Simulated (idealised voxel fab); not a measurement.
Process module heading - voxel released beams
Each square cell in cross-section cut measures 5 nm, and the section as a whole is 195 nm wide.
In what follows, cross-sections appear as grids of square cells, described through bands that run from the top down, where every band is one or more rows of cells.
Read a band's entry like this: the first values are the height of its top and the height of its bottom in nm, and what follows is the sequence of materials from left to right, each with its width in nm. Note that "air" is empty space, and that a single material marked "everywhere" reaches across the band from edge to edge.
Heights are reckoned from 0. Under this level, the received wafer is all of one material. The bottommost band is open-ended downward, for example "z 0 and below".
Per-row width for "30..40": begins at first number (top row of band), ends at second number (bottom row), increment between rows held constant.
"stayed the same" after a step means that no cell of the cross-section changed.
The entry titled "Enclosed cavities" provides the empty spaces that have no open way to the top, restricted to those of 8 cells or more. Each is presented as width x height at distance, the distance being measured from the left edge, with all three in nm.
Heads up: the bit after the settings on a step's line is the simulator's remark on that step.
Among the settings permitted on a step's line is "overlay nm"; applied to a step with a mask, it specifies the extent to which the mask lay to the right of its planned position, whereas a negative figure signifies a position to the left.

[plan]
- 1: RECEIVE with material Si
- 2: CONFORMAL_DEP with material SiN, thk nm 10
- 3: DIRECTIONAL_DEP with material SiO2, thk nm 10
- 4: DIRECTIONAL_DEP with material aC, thk nm 10
- 5: PATTERN with tone open, mask id ANCHOR, material resist, width nm 45, thk nm 25, overlay nm 0
- 6: DIRECTIONAL_ETCH with etch materials aC, depth nm 10
- 7: STRIP with etch materials resist
- 8: DIRECTIONAL_ETCH with etch materials SiO2, depth nm 10
- 9: STRIP with etch materials aC
- 10: CONFORMAL_DEP with material polySi, thk nm 15
- 11: DIRECTIONAL_DEP with material aC, thk nm 15
- 12: PATTERN with tone cover, mask id BEAM, material resist, width nm 100, thk nm 30, overlay nm 0
- 13: DIRECTIONAL_ETCH with etch materials aC, depth nm 15
- 14: STRIP with etch materials resist
- 15: DIRECTIONAL_ETCH with etch materials polySi, depth nm 15
- 16: STRIP with etch materials aC
- 17: STRIP with etch materials SiO2

[The following pertains to the first of two wafers, which was processed as planned]

[Cross-section of the incoming wafer, state after step 1]
* z 0 and below  Si everywhere
* Enclosed cavities: none

[State of the wafer after step 2, shown in cross-section]
* z 10 to 0  SiN everywhere
* At heights below 0, the structure remains unaltered.

[State of the wafer after step 3, shown in cross-section]
* z 20 to 10  SiO2 everywhere
* At heights below 10, the structure remains unaltered.

[State of the wafer after step 4, shown in cross-section]
* z 30 to 20  aC everywhere
* At heights below 20, the structure remains unaltered.

[State of the wafer after step 5, shown in cross-section]
* z 55 to 30  resist 50 nm | air 45 nm | resist 100 nm
* At heights below 30, the structure remains unaltered.

[State of the wafer after step 6, shown in cross-section]
* z 45 to 30  resist 50 nm | air 45 nm | resist 100 nm
* z 30 to 20  aC 50 nm | air 45 nm | aC 100 nm
* At heights below 20, the structure remains unaltered.

[State of the wafer after step 7, shown in cross-section]
* z 30 to 20  aC 50 nm | air 45 nm | aC 100 nm
* At heights below 20, the structure remains unaltered.

[State of the wafer after step 8, shown in cross-section]
* z 30 to 20  aC 50 nm | air 45 nm | aC 100 nm
* z 20 to 10  SiO2 50 nm | air 45 nm | SiO2 100 nm
* At heights below 10, the structure remains unaltered.

[State of the wafer after step 9, shown in cross-section]
* z 20 to 10  SiO2 50 nm | air 45 nm | SiO2 100 nm
* At heights below 10, the structure remains unaltered.

[State of the wafer after step 10, shown in cross-section]
* z 35 to 25  polySi 65 nm | air 15 nm | polySi 115 nm
* z 25 to 20  polySi everywhere
* z 20 to 10  SiO2 50 nm | polySi 45 nm | SiO2 100 nm
* At heights below 10, the structure remains unaltered.

[State of the wafer after step 11, shown in cross-section]
* z 50 to 40  aC 65 nm | air 15 nm | aC 115 nm
* z 40 to 35  aC everywhere
* z 35 to 25  polySi 65 nm | aC 15 nm | polySi 115 nm
* At heights below 25, the structure remains unaltered.

[State of the wafer after step 12, shown in cross-section]
* z 80 to 50  air 45 nm | resist 100 nm | air 50 nm
* z 50 to 40  aC 65 nm | resist 15 nm | aC 115 nm
* At heights below 40, the structure remains unaltered.

[State of the wafer after step 13, shown in cross-section]
* z 65 to 50  air 45 nm | resist 100 nm | air 50 nm
* z 50 to 40  air 45 nm | aC 20 nm | resist 15 nm | aC 65 nm | air 50 nm
* z 40 to 35  air 45 nm | aC 100 nm | air 50 nm
* At heights below 35, the structure remains unaltered.

[State of the wafer after step 14, shown in cross-section]
* z 50 to 40  air 45 nm | aC 20 nm | air 15 nm | aC 65 nm | air 50 nm
* At heights below 40, the structure remains unaltered.

[State of the wafer after step 15, shown in cross-section]
* z 50 to 40  air 45 nm | aC 20 nm | air 15 nm | aC 65 nm | air 50 nm
* z 40 to 35  air 45 nm | aC 100 nm | air 50 nm
* z 35 to 25  air 45 nm | polySi 20 nm | aC 15 nm | polySi 65 nm | air 50 nm
* z 25 to 20  air 45 nm | polySi 100 nm | air 50 nm
* At heights below 20, the structure remains unaltered.

[State of the wafer after step 16, shown in cross-section]
* z 35 to 25  air 45 nm | polySi 20 nm | air 15 nm | polySi 65 nm | air 50 nm
* At heights below 25, the structure remains unaltered.

[State of the wafer after step 17, shown in cross-section]
* z 35 to 25  air 45 nm | polySi 20 nm | air 15 nm | polySi 65 nm | air 50 nm
* z 25 to 20  air 45 nm | polySi 100 nm | air 50 nm
* z 20 to 10  air 50 nm | polySi 45 nm | air 100 nm
* At heights below 10, the structure remains unaltered.

[Second wafer: same start and same plan as the first, one execution error; identical to the first through step 1]

Planned end of step 2: second wafer, cross-section: stayed the same

[Planned end of step 3: second wafer, cross-section]
* z 10 to 0  SiO2 everywhere
* At heights below 0, the structure remains unaltered.

[Planned end of step 4: second wafer, cross-section]
* z 20 to 10  aC everywhere
* At heights below 10, the structure remains unaltered.

[Planned end of step 5: second wafer, cross-section]
* z 45 to 20  resist 50 nm | air 45 nm | resist 100 nm
* At heights below 20, the structure remains unaltered.

[Planned end of step 6: second wafer, cross-section]
* z 35 to 20  resist 50 nm | air 45 nm | resist 100 nm
* z 20 to 10  aC 50 nm | air 45 nm | aC 100 nm
* At heights below 10, the structure remains unaltered.

[Planned end of step 7: second wafer, cross-section]
* z 20 to 10  aC 50 nm | air 45 nm | aC 100 nm
* At heights below 10, the structure remains unaltered.

[Planned end of step 8: second wafer, cross-section]
* z 20 to 10  aC 50 nm | air 45 nm | aC 100 nm
* z 10 to 0  SiO2 50 nm | air 45 nm | SiO2 100 nm
* At heights below 0, the structure remains unaltered.

[Planned end of step 9: second wafer, cross-section]
* z 10 to 0  SiO2 50 nm | air 45 nm | SiO2 100 nm
* At heights below 0, the structure remains unaltered.

[Planned end of step 10: second wafer, cross-section]
* z 25 to 15  polySi 65 nm | air 15 nm | polySi 115 nm
* z 15 to 10  polySi everywhere
* z 10 to 0  SiO2 50 nm | polySi 45 nm | SiO2 100 nm
* At heights below 0, the structure remains unaltered.

[Planned end of step 11: second wafer, cross-section]
* z 40 to 30  aC 65 nm | air 15 nm | aC 115 nm
* z 30 to 25  aC everywhere
* z 25 to 15  polySi 65 nm | aC 15 nm | polySi 115 nm
* At heights below 15, the structure remains unaltered.

[Planned end of step 12: second wafer, cross-section]
* z 70 to 40  air 45 nm | resist 100 nm | air 50 nm
* z 40 to 30  aC 65 nm | resist 15 nm | aC 115 nm
* At heights below 30, the structure remains unaltered.

[Planned end of step 13: second wafer, cross-section]
* z 55 to 40  air 45 nm | resist 100 nm | air 50 nm
* z 40 to 30  air 45 nm | aC 20 nm | resist 15 nm | aC 65 nm | air 50 nm
* z 30 to 25  air 45 nm | aC 100 nm | air 50 nm
* At heights below 25, the structure remains unaltered.

[Planned end of step 14: second wafer, cross-section]
* z 40 to 30  air 45 nm | aC 20 nm | air 15 nm | aC 65 nm | air 50 nm
* At heights below 30, the structure remains unaltered.

[Planned end of step 15: second wafer, cross-section]
* z 40 to 30  air 45 nm | aC 20 nm | air 15 nm | aC 65 nm | air 50 nm
* z 30 to 25  air 45 nm | aC 100 nm | air 50 nm
* z 25 to 15  air 45 nm | polySi 20 nm | aC 15 nm | polySi 65 nm | air 50 nm
* z 15 to 10  air 45 nm | polySi 100 nm | air 50 nm
* At heights below 10, the structure remains unaltered.

[Planned end of step 16: second wafer, cross-section]
* z 25 to 15  air 45 nm | polySi 20 nm | air 15 nm | polySi 65 nm | air 50 nm
* At heights below 15, the structure remains unaltered.

[Planned end of step 17: second wafer, cross-section]
* z 25 to 15  air 45 nm | polySi 20 nm | air 15 nm | polySi 65 nm | air 50 nm
* z 15 to 10  air 45 nm | polySi 100 nm | air 50 nm
* z 10 to 0  air 50 nm | polySi 45 nm | air 100 nm
* At heights below 0, the structure remains unaltered.
Deviation noted in wafer processing: the run left out plan step 2 entirely, so it was never executed
Materials where the second wafer ends with more or fewer cells than the first: -78 SiN
